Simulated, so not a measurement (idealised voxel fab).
Process module, titled voxel air gaps
Square cells of 5 nm make up the cross-section cut, whose width is 190 nm.
In what follows, cross-sections appear as grids of square cells, described through bands that run from the top down, where every band is one or more rows of cells. Look at the band entry: it leads with the top's height and the bottom's height in nm. Then it lists the materials left to right, with a width in nm for each. The word "full width" on a single material says that material fills the band edge to edge. The word "empty" is empty space. For the purposes of this specification, 0 denotes the height below which the wafer in its as-received condition is composed wholly of one material, and the lowermost band, lacking a lower limit, extends downward without end, as expressed in "0..down". Read "30->40" as a graded width: first number on top, second number at the bottom, same change between each pair of neighbouring rows. Given "remains unaltered" for a step, no cell of the cross-section differs between before and after that step. The entry titled "Cavities, sealed" provides the empty spaces that have no open way to the top, restricted to those of 8 cells or more. Each is presented as width x height at distance, the distance being measured from the left edge, with all three in nm. Where a step's line continues beyond its settings, the continuation is a remark by the simulator itself on that step. "overlay nm" answers the question of how far to the right of plan the mask lay on a step that has a mask, and when it is negative the answer is to the left.

Here's what the planned process steps look like:
1. op RECEIVE | material Si
2. op CONFORMAL_DEP | material SiO2 | thk nm 15
3. op CONFORMAL_DEP | material SiCN | thk nm 5
4. op DIRECTIONAL_DEP | material SiO2 | thk nm 30
5. op PATTERN | tone open | mask id LINES | material resist | width nm 15 | pitch nm 45 | thk nm 20 | overlay nm 0
6. op DIRECTIONAL_ETCH | etch materials SiO2 | depth nm 30
7. op STRIP | etch materials resist
8. op CONFORMAL_DEP | material TiN | thk nm 5
9. op FILL_DEP | material W | thk nm 5
10. op CMP | height nm 50
11. op EPI | material Ru | thk nm 10
12. op SELECTIVE_ETCH | etch materials SiO2 | depth nm 40
13. op CONFORMAL_DEP | material SiCN | thk nm 5

Concerning the first of two wafers, which was run in accordance with the plan:

Cross-section of the wafer at receipt, which is the condition after step 1:
	0..down = Si full width
	Cavities, sealed: none

Wafer after step 2 (cross-section):
	15..0 = SiO2 full width
	Heights below 0 show no change.

Wafer after step 3 (cross-section):
	20..15 = SiCN full width
	Heights below 15 show no change.

Wafer after step 4 (cross-section):
	50..20 = SiO2 full width
	Heights below 20 show no change.

Wafer after step 5 (cross-section):
	70..50 = resist: 40; empty: 15; resist: 30; empty: 15; resist: 30; empty: 15; resist: 45
	Heights below 50 show no change.

Wafer after step 6 (cross-section):
	70..50 = resist: 40; empty: 15; resist: 30; empty: 15; resist: 30; empty: 15; resist: 45
	50..20 = SiO2: 40; empty: 15; SiO2: 30; empty: 15; SiO2: 30; empty: 15; SiO2: 45
	Heights below 20 show no change.

Wafer after step 7 (cross-section):
	50..20 = SiO2: 40; empty: 15; SiO2: 30; empty: 15; SiO2: 30; empty: 15; SiO2: 45
	Heights below 20 show no change.

Wafer after step 8 (cross-section):
	55..50 = TiN: 45; empty: 5; TiN: 40; empty: 5; TiN: 40; empty: 5; TiN: 50
	50..25 = SiO2: 40; TiN: 5; empty: 5; TiN: 5; SiO2: 30; TiN: 5; empty: 5; TiN: 5; SiO2: 30; TiN: 5; empty: 5; TiN: 5; SiO2: 45
	25..20 = SiO2: 40; TiN: 15; SiO2: 30; TiN: 15; SiO2: 30; TiN: 15; SiO2: 45
	Heights below 20 show no change.

Wafer after step 9 (cross-section):
	60..55 = W full width
	55..50 = TiN: 45; W: 5; TiN: 40; W: 5; TiN: 40; W: 5; TiN: 50
	50..25 = SiO2: 40; TiN: 5; W: 5; TiN: 5; SiO2: 30; TiN: 5; W: 5; TiN: 5; SiO2: 30; TiN: 5; W: 5; TiN: 5; SiO2: 45
	Heights below 25 show no change.

Wafer after step 10 (cross-section):
	50..25 = SiO2: 40; TiN: 5; W: 5; TiN: 5; SiO2: 30; TiN: 5; W: 5; TiN: 5; SiO2: 30; TiN: 5; W: 5; TiN: 5; SiO2: 45
	Heights below 25 show no change.

Wafer after step 11 (cross-section):
	60..50 = empty: 30; Ru: 35; empty: 10; Ru: 35; empty: 10; Ru: 35; empty: 35
	Heights below 50 show no change.

Wafer after step 12 (cross-section):
	60..50 = empty: 30; Ru: 35; empty: 10; Ru: 35; empty: 10; Ru: 35; empty: 35
	50..25 = empty: 40; TiN: 5; W: 5; TiN: 5; empty: 30; TiN: 5; W: 5; TiN: 5; empty: 30; TiN: 5; W: 5; TiN: 5; empty: 45
	25..20 = empty: 40; TiN: 15; empty: 30; TiN: 15; empty: 30; TiN: 15; empty: 45
	Heights below 20 show no change.

Wafer after step 13 (cross-section):
	65..60 = empty: 25; SiCN: 135; empty: 30
	60..50 = empty: 25; SiCN: 5; Ru: 35; SiCN: 10; Ru: 35; SiCN: 10; Ru: 35; SiCN: 5; empty: 30
	50..45 = empty: 25; SiCN: 15; TiN: 5; W: 5; TiN: 5; SiCN: 30; TiN: 5; W: 5; TiN: 5; SiCN: 30; TiN: 5; W: 5; TiN: 5; SiCN: 15; empty: 30
	45..25 = empty: 35; SiCN: 5; TiN: 5; W: 5; TiN: 5; SiCN: 5; empty: 20; SiCN: 5; TiN: 5; W: 5; TiN: 5; SiCN: 5; empty: 20; SiCN: 5; TiN: 5; W: 5; TiN: 5; SiCN: 5; empty: 40
	25..20 = SiCN: 40; TiN: 15; SiCN: 30; TiN: 15; SiCN: 30; TiN: 15; SiCN: 45
	Heights below 20 show no change.
	Cavities, sealed: 20 x 20 at 60; 20 x 20 at 105

Second wafer, same starting state and plan as the first, one mistake in the run, identical through step 4:

What the second wafer looks like in cross-section when step 5 should have wrapped up:
	70..50 = resist: 35; empty: 15; resist: 30; empty: 15; resist: 30; empty: 15; resist: 50
	Heights below 50 show no change.

What the second wafer looks like in cross-section when step 6 should have wrapped up:
	70..50 = resist: 35; empty: 15; resist: 30; empty: 15; resist: 30; empty: 15; resist: 50
	50..20 = SiO2: 35; empty: 15; SiO2: 30; empty: 15; SiO2: 30; empty: 15; SiO2: 50
	Heights below 20 show no change.

What the second wafer looks like in cross-section when step 7 should have wrapped up:
	50..20 = SiO2: 35; empty: 15; SiO2: 30; empty: 15; SiO2: 30; empty: 15; SiO2: 50
	Heights below 20 show no change.

What the second wafer looks like in cross-section when step 8 should have wrapped up:
	55..50 = TiN: 40; empty: 5; TiN: 40; empty: 5; TiN: 40; empty: 5; TiN: 55
	50..25 = SiO2: 35; TiN: 5; empty: 5; TiN: 5; SiO2: 30; TiN: 5; empty: 5; TiN: 5; SiO2: 30; TiN: 5; empty: 5; TiN: 5; SiO2: 50
	25..20 = SiO2: 35; TiN: 15; SiO2: 30; TiN: 15; SiO2: 30; TiN: 15; SiO2: 50
	Heights below 20 show no change.

What the second wafer looks like in cross-section when step 9 should have wrapped up:
	60..55 = W full width
	55..50 = TiN: 40; W: 5; TiN: 40; W: 5; TiN: 40; W: 5; TiN: 55
	50..25 = SiO2: 35; TiN: 5; W: 5; TiN: 5; SiO2: 30; TiN: 5; W: 5; TiN: 5; SiO2: 30; TiN: 5; W: 5; TiN: 5; SiO2: 50
	Heights below 25 show no change.

What the second wafer looks like in cross-section when step 10 should have wrapped up:
	50..25 = SiO2: 35; TiN: 5; W: 5; TiN: 5; SiO2: 30; TiN: 5; W: 5; TiN: 5; SiO2: 30; TiN: 5; W: 5; TiN: 5; SiO2: 50
	Heights below 25 show no change.

What the second wafer looks like in cross-section when step 11 should have wrapped up:
	60..50 = empty: 25; Ru: 35; empty: 10; Ru: 35; empty: 10; Ru: 35; empty: 40
	Heights below 50 show no change.

What the second wafer looks like in cross-section when step 12 should have wrapped up:
	60..50 = empty: 25; Ru: 35; empty: 10; Ru: 35; empty: 10; Ru: 35; empty: 40
	50..25 = empty: 35; TiN: 5; W: 5; TiN: 5; empty: 30; TiN: 5; W: 5; TiN: 5; empty: 30; TiN: 5; W: 5; TiN: 5; empty: 50
	25..20 = empty: 35; TiN: 15; empty: 30; TiN: 15; empty: 30; TiN: 15; empty: 50
	Heights below 20 show no change.

What the second wafer looks like in cross-section when step 13 should have wrapped up:
	65..60 = empty: 20; SiCN: 135; empty: 35
	60..50 = empty: 20; SiCN: 5; Ru: 35; SiCN: 10; Ru: 35; SiCN: 10; Ru: 35; SiCN: 5; empty: 35
	50..45 = empty: 20; SiCN: 15; TiN: 5; W: 5; TiN: 5; SiCN: 30; TiN: 5; W: 5; TiN: 5; SiCN: 30; TiN: 5; W: 5; TiN: 5; SiCN: 15; empty: 35
	45..25 = empty: 30; SiCN: 5; TiN: 5; W: 5; TiN: 5; SiCN: 5; empty: 20; SiCN: 5; TiN: 5; W: 5; TiN: 5; SiCN: 5; empty: 20; SiCN: 5; TiN: 5; W: 5; TiN: 5; SiCN: 5; empty: 45
	25..20 = SiCN: 35; TiN: 15; SiCN: 30; TiN: 15; SiCN: 30; TiN: 15; SiCN: 50
	Heights below 20 show no change.
	Cavities, sealed: 20 x 20 at 55; 20 x 20 at 100
It is concluded that the wafer was processed incorrectly with respect to the plan, in that step 5 did not use the planned setting and instead ran as op PATTERN | tone open | mask id LINES | material resist | width nm 15 | pitch nm 45 | thk nm 20 | overlay nm -5
Heads up: at the end the two wafers have identical cell counts per material, they're just laid out differently.
